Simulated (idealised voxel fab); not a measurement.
Process module, titled voxel transistor to metal
The cross-section shown here is cut; it is 140 nm wide and divided into square cells measuring 5 nm on a side.
We lay out every cross-section as a grid of square cells and spell it out in bands from the top down, where one band means one or more rows of cells.
The band entry comprises the height of the band's top followed by the height of its bottom, expressed in nm, and subsequently the band's materials from left to right, each stated together with its width in nm. Where a single material is marked with the word "edge to edge", that material fills the band from edge to edge. The word "empty" represents empty space.
Where do heights start? At 0: under that level the wafer as delivered is made of one material only. And the lowest band has no floor; it just carries on downward, as in "0 nm and below".
A width given as "30 to 40" starts at the first number in the band's top row and ends at the second number in its bottom row, shifting by an equal amount at every step from row to row.
No cell of the cross-section changed in a step that is given as "no alteration".
Enclosed cavity list: empty space of 8 cells or more with no open way to the top, each as width x height at its distance from the left edge, in nm
after a step's settings: what the simulator itself notes on the step
Among the settings permitted on a step's line is "overlay nm"; applied to a step with a mask, it specifies the extent to which the mask lay to the right of its planned position, whereas a negative figure signifies a position to the left.
[These are the steps we planned for the process]
- 1: RECEIVE, material Si
- 2: CONFORMAL_DEP, material SiO2, thk nm 5
- 3: CONFORMAL_DEP, material SiN, thk nm 10
- 4: MASKED_ETCH, tone cover, mask id ACTIVE, width nm 95, etch materials SiN, depth nm 10, overlay nm 0
- 5: MASKED_ETCH, tone cover, mask id ACTIVE, width nm 95, etch materials SiO2, depth nm 5, overlay nm 0
- 6: MASKED_ETCH, tone cover, mask id ACTIVE, width nm 95, etch materials Si, depth nm 35, overlay nm 0
- 7: FILL_DEP, material SiO2, thk nm 10
- 8: CMP, height nm 15
- 9: SELECTIVE_ETCH, etch materials SiO2, depth nm 5
- 10: STRIP, etch materials SiN
- 11: SELECTIVE_ETCH, etch materials SiO2, depth nm 5
- 12: OXIDIZE, depth nm 5
- 13: DIRECTIONAL_DEP, material polySi, thk nm 25
- 14: DIRECTIONAL_DEP, material SiCN, thk nm 15
- 15: DIRECTIONAL_DEP, material aC, thk nm 10
- 16: PATTERN, tone cover, mask id GATE, material resist, width nm 15, thk nm 25, overlay nm 0
- 17: DIRECTIONAL_ETCH, etch materials aC, depth nm 10
- 18: STRIP, etch materials resist
- 19: DIRECTIONAL_ETCH, etch materials SiCN, depth nm 25
- 20: DIRECTIONAL_ETCH, etch materials polySi, depth nm 35
- 21: STRIP, etch materials aC
- 22: CONFORMAL_DEP, material SiO2, thk nm 5
- 23: DIRECTIONAL_ETCH, etch materials SiO2, depth nm 5
- 24: CONFORMAL_DEP, material SiN, thk nm 5
- 25: DIRECTIONAL_ETCH, etch materials SiN, depth nm 5
- 26: DIRECTIONAL_ETCH, etch materials SiO2, depth nm 5
- 27: DIRECTIONAL_ETCH, etch materials Si, depth nm 15
- 28: EPI, material nSi, thk nm 20
- 29: FILL_DEP, material SiO2, thk nm 5
- 30: CMP, height nm 40
- 31: DIRECTIONAL_DEP, material SiO2, thk nm 10
- 32: MASKED_ETCH, tone open, mask id CONTACT, width nm 30, pitch nm 55, etch materials SiO2, depth nm 35, overlay nm 0
- 33: CONFORMAL_DEP, material TiN, thk nm 5
- 34: FILL_DEP, material W, thk nm 10
- 35: CMP, height nm 50
- 36: DIRECTIONAL_DEP, material TiN, thk nm 5
- 37: DIRECTIONAL_DEP, material Ru, thk nm 20
- 38: DIRECTIONAL_DEP, material aC, thk nm 15
- 39: PATTERN, tone cover, mask id METAL_1, material resist, width nm 20, pitch nm 65, thk nm 30, overlay nm 0
- 40: DIRECTIONAL_ETCH, etch materials aC, depth nm 15
- 41: STRIP, etch materials resist
- 42: DIRECTIONAL_ETCH, etch materials Ru, depth nm 20
- 43: DIRECTIONAL_ETCH, etch materials TiN, depth nm 5
- 44: STRIP, etch materials aC
- 45: CONFORMAL_DEP, material SiCN, thk nm 5
- 46: FILL_DEP, material SiO2, thk nm 10
- 47: CMP, height nm 75
- 48: CONFORMAL_DEP, material SiN, thk nm 5
[First wafer, two in total, run as planned]
[Cross-section: wafer on arrival = after step 1]
* 0 nm and below  Si edge to edge
* Enclosed cavity list: none
[You're looking at a cross-section of the wafer after step 2]
* 5 nm to 0 nm  SiO2 edge to edge
* below 0: unchanged
[You're looking at a cross-section of the wafer after step 3]
* 15 nm to 5 nm  SiN edge to edge
* below 5: unchanged
[You're looking at a cross-section of the wafer after step 4]
* 15 nm to 5 nm  empty 20 / SiN 95 / empty 25
* below 5: unchanged
[You're looking at a cross-section of the wafer after step 5]
* 15 nm to 5 nm  empty 20 / SiN 95 / empty 25
* 5 nm to 0 nm  empty 20 / SiO2 95 / empty 25
* below 0: unchanged
[You're looking at a cross-section of the wafer after step 6]
* 15 nm to 5 nm  empty 20 / SiN 95 / empty 25
* 5 nm to 0 nm  empty 20 / SiO2 95 / empty 25
* 0 nm to -35 nm  empty 20 / Si 95 / empty 25
* below -35: unchanged
[You're looking at a cross-section of the wafer after step 7]
* 25 nm to 15 nm  SiO2 edge to edge
* 15 nm to 5 nm  SiO2 20 / SiN 95 / SiO2 25
* 5 nm to 0 nm  SiO2 edge to edge
* 0 nm to -35 nm  SiO2 20 / Si 95 / SiO2 25
* below -35: unchanged
[You're looking at a cross-section of the wafer after step 8]
* 15 nm to 5 nm  SiO2 20 / SiN 95 / SiO2 25
* below 5: unchanged
[You're looking at a cross-section of the wafer after step 9]
* 15 nm to 10 nm  empty 20 / SiN 95 / empty 25
* below 10: unchanged
[You're looking at a cross-section of the wafer after step 10]
* 10 nm to 5 nm  SiO2 20 / empty 95 / SiO2 25
* below 5: unchanged
[You're looking at a cross-section of the wafer after step 11]
* 5 nm to 0 nm  SiO2 15 / empty 105 / SiO2 20
* below 0: unchanged
[You're looking at a cross-section of the wafer after step 12]
* 5 nm to 0 nm  SiO2 15 / empty 105 / SiO2 20
* 0 nm to -5 nm  SiO2 edge to edge
* below -5: unchanged
[You're looking at a cross-section of the wafer after step 13]
* 30 nm to 25 nm  polySi 15 / empty 105 / polySi 20
* 25 nm to 5 nm  polySi edge to edge
* 5 nm to 0 nm  SiO2 15 / polySi 105 / SiO2 20
* below 0: unchanged
[You're looking at a cross-section of the wafer after step 14]
* 45 nm to 40 nm  SiCN 15 / empty 105 / SiCN 20
* 40 nm to 30 nm  SiCN edge to edge
* 30 nm to 25 nm  polySi 15 / SiCN 105 / polySi 20
* below 25: unchanged
[You're looking at a cross-section of the wafer after step 15]
* 55 nm to 50 nm  aC 15 / empty 105 / aC 20
* 50 nm to 45 nm  aC edge to edge
* 45 nm to 40 nm  SiCN 15 / aC 105 / SiCN 20
* below 40: unchanged
[You're looking at a cross-section of the wafer after step 16]
* 80 nm to 55 nm  empty 60 / resist 15 / empty 65
* 55 nm to 50 nm  aC 15 / empty 45 / resist 15 / empty 45 / aC 20
* below 50: unchanged
[You're looking at a cross-section of the wafer after step 17]
* 70 nm to 50 nm  empty 60 / resist 15 / empty 65
* 50 nm to 45 nm  empty 60 / aC 15 / empty 65
* 45 nm to 40 nm  SiCN 15 / empty 45 / aC 15 / empty 45 / SiCN 20
* below 40: unchanged
[You're looking at a cross-section of the wafer after step 18]
* 50 nm to 45 nm  empty 60 / aC 15 / empty 65
* below 45: unchanged
[You're looking at a cross-section of the wafer after step 19]
* 50 nm to 40 nm  empty 60 / aC 15 / empty 65
* 40 nm to 30 nm  empty 60 / SiCN 15 / empty 65
* 30 nm to 25 nm  polySi 15 / empty 45 / SiCN 15 / empty 45 / polySi 20
* below 25: unchanged
[You're looking at a cross-section of the wafer after step 20]
* 50 nm to 40 nm  empty 60 / aC 15 / empty 65
* 40 nm to 25 nm  empty 60 / SiCN 15 / empty 65
* 25 nm to 5 nm  empty 60 / polySi 15 / empty 65
* 5 nm to 0 nm  SiO2 15 / empty 45 / polySi 15 / empty 45 / SiO2 20
* below 0: unchanged
[You're looking at a cross-section of the wafer after step 21]
* 40 nm to 25 nm  empty 60 / SiCN 15 / empty 65
* below 25: unchanged
[You're looking at a cross-section of the wafer after step 22]
* 45 nm to 40 nm  empty 55 / SiO2 25 / empty 60
* 40 nm to 25 nm  empty 55 / SiO2 5 / SiCN 15 / SiO2 5 / empty 60
* 25 nm to 10 nm  empty 55 / SiO2 5 / polySi 15 / SiO2 5 / empty 60
* 10 nm to 5 nm  SiO2 20 / empty 35 / SiO2 5 / polySi 15 / SiO2 5 / empty 35 / SiO2 25
* 5 nm to 0 nm  SiO2 60 / polySi 15 / SiO2 65
* below 0: unchanged
[You're looking at a cross-section of the wafer after step 23]
* 40 nm to 25 nm  empty 55 / SiO2 5 / SiCN 15 / SiO2 5 / empty 60
* 25 nm to 5 nm  empty 55 / SiO2 5 / polySi 15 / SiO2 5 / empty 60
* 5 nm to 0 nm  SiO2 20 / empty 35 / SiO2 5 / polySi 15 / SiO2 5 / empty 35 / SiO2 25
* below 0: unchanged
[You're looking at a cross-section of the wafer after step 24]
* 45 nm to 40 nm  empty 50 / SiN 35 / empty 55
* 40 nm to 25 nm  empty 50 / SiN 5 / SiO2 5 / SiCN 15 / SiO2 5 / SiN 5 / empty 55
* 25 nm to 10 nm  empty 50 / SiN 5 / SiO2 5 / polySi 15 / SiO2 5 / SiN 5 / empty 55
* 10 nm to 5 nm  SiN 25 / empty 25 / SiN 5 / SiO2 5 / polySi 15 / SiO2 5 / SiN 5 / empty 25 / SiN 30
* 5 nm to 0 nm  SiO2 20 / SiN 35 / SiO2 5 / polySi 15 / SiO2 5 / SiN 35 / SiO2 25
* below 0: unchanged
[You're looking at a cross-section of the wafer after step 25]
* 40 nm to 25 nm  empty 50 / SiN 5 / SiO2 5 / SiCN 15 / SiO2 5 / SiN 5 / empty 55
* 25 nm to 5 nm  empty 50 / SiN 5 / SiO2 5 / polySi 15 / SiO2 5 / SiN 5 / empty 55
* 5 nm to 0 nm  SiO2 20 / SiN 5 / empty 25 / SiN 5 / SiO2 5 / polySi 15 / SiO2 5 / SiN 5 / empty 25 / SiN 5 / SiO2 25
* below 0: unchanged
[You're looking at a cross-section of the wafer after step 26]
* 40 nm to 35 nm  empty 50 / SiN 5 / empty 5 / SiCN 15 / empty 5 / SiN 5 / empty 55
* 35 nm to 25 nm  empty 50 / SiN 5 / SiO2 5 / SiCN 15 / SiO2 5 / SiN 5 / empty 55
* 25 nm to 5 nm  empty 50 / SiN 5 / SiO2 5 / polySi 15 / SiO2 5 / SiN 5 / empty 55
* 5 nm to 0 nm  empty 20 / SiN 5 / empty 25 / SiN 5 / SiO2 5 / polySi 15 / SiO2 5 / SiN 5 / empty 25 / SiN 5 / empty 25
* 0 nm to -5 nm  SiO2 25 / empty 25 / SiO2 35 / empty 25 / SiO2 30
* below -5: unchanged
[You're looking at a cross-section of the wafer after step 27]
* 40 nm to 35 nm  empty 50 / SiN 5 / empty 5 / SiCN 15 / empty 5 / SiN 5 / empty 55
* 35 nm to 25 nm  empty 50 / SiN 5 / SiO2 5 / SiCN 15 / SiO2 5 / SiN 5 / empty 55
* 25 nm to 5 nm  empty 50 / SiN 5 / SiO2 5 / polySi 15 / SiO2 5 / SiN 5 / empty 55
* 5 nm to 0 nm  empty 20 / SiN 5 / empty 25 / SiN 5 / SiO2 5 / polySi 15 / SiO2 5 / SiN 5 / empty 25 / SiN 5 / empty 25
* 0 nm to -5 nm  SiO2 25 / empty 25 / SiO2 35 / empty 25 / SiO2 30
* -5 nm to -20 nm  SiO2 20 / Si 5 / empty 25 / Si 35 / empty 25 / Si 5 / SiO2 25
* below -20: unchanged
[You're looking at a cross-section of the wafer after step 28]
* 40 nm to 35 nm  empty 50 / SiN 5 / empty 5 / SiCN 15 / empty 5 / SiN 5 / empty 55
* 35 nm to 25 nm  empty 50 / SiN 5 / SiO2 5 / SiCN 15 / SiO2 5 / SiN 5 / empty 55
* 25 nm to 15 nm  empty 50 / SiN 5 / SiO2 5 / polySi 15 / SiO2 5 / SiN 5 / empty 55
* 15 nm to 5 nm  empty 15 / nSi 35 / SiN 5 / SiO2 5 / polySi 15 / SiO2 5 / SiN 5 / nSi 35 / empty 20
* 5 nm to 0 nm  empty 15 / nSi 5 / SiN 5 / nSi 25 / SiN 5 / SiO2 5 / polySi 15 / SiO2 5 / SiN 5 / nSi 25 / SiN 5 / nSi 5 / empty 20
* 0 nm to -5 nm  SiO2 25 / nSi 25 / SiO2 35 / nSi 25 / SiO2 30
* -5 nm to -20 nm  SiO2 20 / Si 5 / nSi 25 / Si 35 / nSi 25 / Si 5 / SiO2 25
* below -20: unchanged
[You're looking at a cross-section of the wafer after step 29]
* 45 nm to 40 nm  SiO2 edge to edge
* 40 nm to 25 nm  SiO2 50 / SiN 5 / SiO2 5 / SiCN 15 / SiO2 5 / SiN 5 / SiO2 55
* 25 nm to 15 nm  SiO2 50 / SiN 5 / SiO2 5 / polySi 15 / SiO2 5 / SiN 5 / SiO2 55
* 15 nm to 5 nm  SiO2 15 / nSi 35 / SiN 5 / SiO2 5 / polySi 15 / SiO2 5 / SiN 5 / nSi 35 / SiO2 20
* 5 nm to 0 nm  SiO2 15 / nSi 5 / SiN 5 / nSi 25 / SiN 5 / SiO2 5 / polySi 15 / SiO2 5 / SiN 5 / nSi 25 / SiN 5 / nSi 5 / SiO2 20
* below 0: unchanged
[You're looking at a cross-section of the wafer after step 30]
* 40 nm to 25 nm  SiO2 50 / SiN 5 / SiO2 5 / SiCN 15 / SiO2 5 / SiN 5 / SiO2 55
* below 25: unchanged
[You're looking at a cross-section of the wafer after step 31]
* 50 nm to 40 nm  SiO2 edge to edge
* below 40: unchanged
[You're looking at a cross-section of the wafer after step 32]
* 50 nm to 40 nm  SiO2 25 / empty 30 / SiO2 25 / empty 30 / SiO2 30
* 40 nm to 25 nm  SiO2 25 / empty 25 / SiN 5 / SiO2 5 / SiCN 15 / SiO2 5 / SiN 5 / empty 25 / SiO2 30
* 25 nm to 15 nm  SiO2 25 / empty 25 / SiN 5 / SiO2 5 / polySi 15 / SiO2 5 / SiN 5 / empty 25 / SiO2 30
* below 15: unchanged
[You're looking at a cross-section of the wafer after step 33]
* 55 nm to 50 nm  TiN 30 / empty 20 / TiN 35 / empty 20 / TiN 35
* 50 nm to 40 nm  SiO2 25 / TiN 5 / empty 20 to 15 / TiN 5 to 10 / SiO2 25 / TiN 5 to 10 / empty 20 to 15 / TiN 5 / SiO2 30
* 40 nm to 25 nm  SiO2 25 / TiN 5 / empty 15 / TiN 5 / SiN 5 / SiO2 5 / SiCN 15 / SiO2 5 / SiN 5 / TiN 5 / empty 15 / TiN 5 / SiO2 30
* 25 nm to 20 nm  SiO2 25 / TiN 5 / empty 15 / TiN 5 / SiN 5 / SiO2 5 / polySi 15 / SiO2 5 / SiN 5 / TiN 5 / empty 15 / TiN 5 / SiO2 30
* 20 nm to 15 nm  SiO2 25 / TiN 25 / SiN 5 / SiO2 5 / polySi 15 / SiO2 5 / SiN 5 / TiN 25 / SiO2 30
* below 15: unchanged
[You're looking at a cross-section of the wafer after step 34]
* 65 nm to 55 nm  W edge to edge
* 55 nm to 50 nm  TiN 30 / W 20 / TiN 35 / W 20 / TiN 35
* 50 nm to 40 nm  SiO2 25 / TiN 5 / W 20 to 15 / TiN 5 to 10 / SiO2 25 / TiN 5 to 10 / W 20 to 15 / TiN 5 / SiO2 30
* 40 nm to 25 nm  SiO2 25 / TiN 5 / W 15 / TiN 5 / SiN 5 / SiO2 5 / SiCN 15 / SiO2 5 / SiN 5 / TiN 5 / W 15 / TiN 5 / SiO2 30
* 25 nm to 20 nm  SiO2 25 / TiN 5 / W 15 / TiN 5 / SiN 5 / SiO2 5 / polySi 15 / SiO2 5 / SiN 5 / TiN 5 / W 15 / TiN 5 / SiO2 30
* below 20: unchanged
[You're looking at a cross-section of the wafer after step 35]
* 50 nm to 40 nm  SiO2 25 / TiN 5 / W 20 to 15 / TiN 5 to 10 / SiO2 25 / TiN 5 to 10 / W 20 to 15 / TiN 5 / SiO2 30
* below 40: unchanged
[You're looking at a cross-section of the wafer after step 36]
* 55 nm to 50 nm  TiN edge to edge
* below 50: unchanged
[You're looking at a cross-section of the wafer after step 37]
* 75 nm to 55 nm  Ru edge to edge
* below 55: unchanged
[You're looking at a cross-section of the wafer after step 38]
* 90 nm to 75 nm  aC edge to edge
* below 75: unchanged
[You're looking at a cross-section of the wafer after step 39]
* 120 nm to 90 nm  empty 25 / resist 20 / empty 45 / resist 20 / empty 30
* below 90: unchanged
[You're looking at a cross-section of the wafer after step 40]
* 105 nm to 90 nm  empty 25 / resist 20 / empty 45 / resist 20 / empty 30
* 90 nm to 75 nm  empty 25 / aC 20 / empty 45 / aC 20 / empty 30
* below 75: unchanged
[You're looking at a cross-section of the wafer after step 41]
* 90 nm to 75 nm  empty 25 / aC 20 / empty 45 / aC 20 / empty 30
* below 75: unchanged
[You're looking at a cross-section of the wafer after step 42]
* 90 nm to 75 nm  empty 25 / aC 20 / empty 45 / aC 20 / empty 30
* 75 nm to 55 nm  empty 25 / Ru 20 / empty 45 / Ru 20 / empty 30
* below 55: unchanged
[You're looking at a cross-section of the wafer after step 43]
* 90 nm to 75 nm  empty 25 / aC 20 / empty 45 / aC 20 / empty 30
* 75 nm to 55 nm  empty 25 / Ru 20 / empty 45 / Ru 20 / empty 30
* 55 nm to 50 nm  empty 25 / TiN 20 / empty 45 / TiN 20 / empty 30
* below 50: unchanged
[You're looking at a cross-section of the wafer after step 44]
* 75 nm to 55 nm  empty 25 / Ru 20 / empty 45 / Ru 20 / empty 30
* below 55: unchanged
[You're looking at a cross-section of the wafer after step 45]
* 80 nm to 75 nm  empty 20 / SiCN 30 / empty 35 / SiCN 30 / empty 25
* 75 nm to 55 nm  empty 20 / SiCN 5 / Ru 20 / SiCN 5 / empty 35 / SiCN 5 / Ru 20 / SiCN 5 / empty 25
* 55 nm to 50 nm  SiCN 25 / TiN 20 / SiCN 45 / TiN 20 / SiCN 30
* below 50: unchanged
[You're looking at a cross-section of the wafer after step 46]
* 90 nm to 80 nm  SiO2 edge to edge
* 80 nm to 75 nm  SiO2 20 / SiCN 30 / SiO2 35 / SiCN 30 / SiO2 25
* 75 nm to 55 nm  SiO2 20 / SiCN 5 / Ru 20 / SiCN 5 / SiO2 35 / SiCN 5 / Ru 20 / SiCN 5 / SiO2 25
* below 55: unchanged
[You're looking at a cross-section of the wafer after step 47]
* 75 nm to 55 nm  SiO2 20 / SiCN 5 / Ru 20 / SiCN 5 / SiO2 35 / SiCN 5 / Ru 20 / SiCN 5 / SiO2 25
* below 55: unchanged
[You're looking at a cross-section of the wafer after step 48]
* 80 nm to 75 nm  SiN edge to edge
* below 75: unchanged
[Wafer two of the pair: same origin, same plan, one error during the run; identical to wafer one up to and including step 35]
[X-section, second wafer, when step 36 was due to finish]
* 70 nm to 50 nm  Ru edge to edge
* below 50: unchanged
[X-section, second wafer, when step 37 was due to finish]
* 75 nm to 70 nm  TiN edge to edge
* below 70: unchanged
[X-section, second wafer, when step 38 was due to finish]
* 90 nm to 75 nm  aC edge to edge
* below 75: unchanged
[X-section, second wafer, when step 39 was due to finish]
* 120 nm to 90 nm  empty 25 / resist 20 / empty 45 / resist 20 / empty 30
* below 90: unchanged
[X-section, second wafer, when step 40 was due to finish]
* 105 nm to 90 nm  empty 25 / resist 20 / empty 45 / resist 20 / empty 30
* 90 nm to 75 nm  empty 25 / aC 20 / empty 45 / aC 20 / empty 30
* below 75: unchanged
[X-section, second wafer, when step 41 was due to finish]
* 90 nm to 75 nm  empty 25 / aC 20 / empty 45 / aC 20 / empty 30
* below 75: unchanged
X-section, second wafer, when step 42 was due to finish: no alteration
[X-section, second wafer, when step 43 was due to finish]
* 90 nm to 75 nm  empty 25 / aC 20 / empty 45 / aC 20 / empty 30
* 75 nm to 70 nm  empty 25 / TiN 20 / empty 45 / TiN 20 / empty 30
* below 70: unchanged
[X-section, second wafer, when step 44 was due to finish]
* 75 nm to 70 nm  empty 25 / TiN 20 / empty 45 / TiN 20 / empty 30
* below 70: unchanged
[X-section, second wafer, when step 45 was due to finish]
* 80 nm to 75 nm  empty 20 / SiCN 30 / empty 35 / SiCN 30 / empty 25
* 75 nm to 70 nm  SiCN 25 / TiN 20 / SiCN 45 / TiN 20 / SiCN 30
* below 70: unchanged
[X-section, second wafer, when step 46 was due to finish]
* 90 nm to 80 nm  SiO2 edge to edge
* 80 nm to 75 nm  SiO2 20 / SiCN 30 / SiO2 35 / SiCN 30 / SiO2 25
* below 75: unchanged
[X-section, second wafer, when step 47 was due to finish]
* 75 nm to 70 nm  SiCN 25 / TiN 20 / SiCN 45 / TiN 20 / SiCN 30
* below 70: unchanged
[X-section, second wafer, when step 48 was due to finish]
* 80 nm to 75 nm  SiN edge to edge
* below 75: unchanged
What was the processing mistake? step 37 occupied the plan position of step 36, and the converse holds as well
Materials where the second wafer ends with more or fewer cells than the first: Ru: 80 more | SiCN: 16 fewer | SiO2: 64 fewer
